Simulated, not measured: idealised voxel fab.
process module | voxel trench capacitor
cross-section cut | 250 nm wide | cells 5 nm
A cross-section is a grid of square cells, given in bands from the top down. A band is one or more rows of cells.
Each band's line starts with the height of the band's top and of its bottom, in nm. Then come its materials from left to right, each with its width in nm. One material with "throughout" fills the band from edge to edge. "air" is empty space.
Height 0 is the level under which the wafer as received is all one material. The lowest band goes on downwards, as in "0 down".
A width such as "30 to 40" changes by the same amount from each row of cells to the next, from the band's top row to its bottom row.
"no change" after a step means that no cell of the cross-section changed.
closed voids: empty space of 8 cells or more with no open way to the top, each as width x height at its distance from the left edge, in nm
after a step's settings: what the simulator itself notes on the step
overlay nm, on a step with a mask: how far to the right of its planned place the mask lay; to the left if negative
plan
1 op RECEIVE | material Si
2 op CONFORMAL_DEP | material SiN | thk nm 10
3 op DIRECTIONAL_DEP | material aC | thk nm 10
4 op PATTERN | tone open | mask id TRENCH | material resist | width nm 15 | pitch nm 40 | thk nm 25 | overlay nm 0
5 op DIRECTIONAL_ETCH | etch materials aC | depth nm 10
6 op STRIP | etch materials resist
7 op DIRECTIONAL_ETCH | etch materials SiN | depth nm 10
8 op DIRECTIONAL_ETCH | etch materials Si | depth nm 40
9 op STRIP | etch materials aC
10 op CONFORMAL_DEP | material SiO2 | thk nm 5
11 op FILL_DEP | material polySi | thk nm 10
12 op CMP | height nm 10
as received, after step 1
  0 down: Si throughout
  closed voids: none
a wafer at the end: this start, this plan, one mistake
  25 to 15: polySi throughout
  15 to 10: SiO2 80 | polySi 5 | SiO2 35 | polySi 5 | SiO2 35 | polySi 5 | SiO2 85
  10 to 0: SiN 75 | SiO2 5 | polySi 5 | SiO2 5 | SiN 25 | SiO2 5 | polySi 5 | SiO2 5 | SiN 25 | SiO2 5 | polySi 5 | SiO2 5 | SiN 80
  0 to -35: Si 75 | SiO2 5 | polySi 5 | SiO2 5 | Si 25 | SiO2 5 | polySi 5 | SiO2 5 | Si 25 | SiO2 5 | polySi 5 | SiO2 5 | Si 80
  -35 to -40: Si 75 | SiO2 15 | Si 25 | SiO2 15 | Si 25 | SiO2 15 | Si 80
  -40 down: Si throughout
  closed voids: none
what went wrong: step 12 was left out
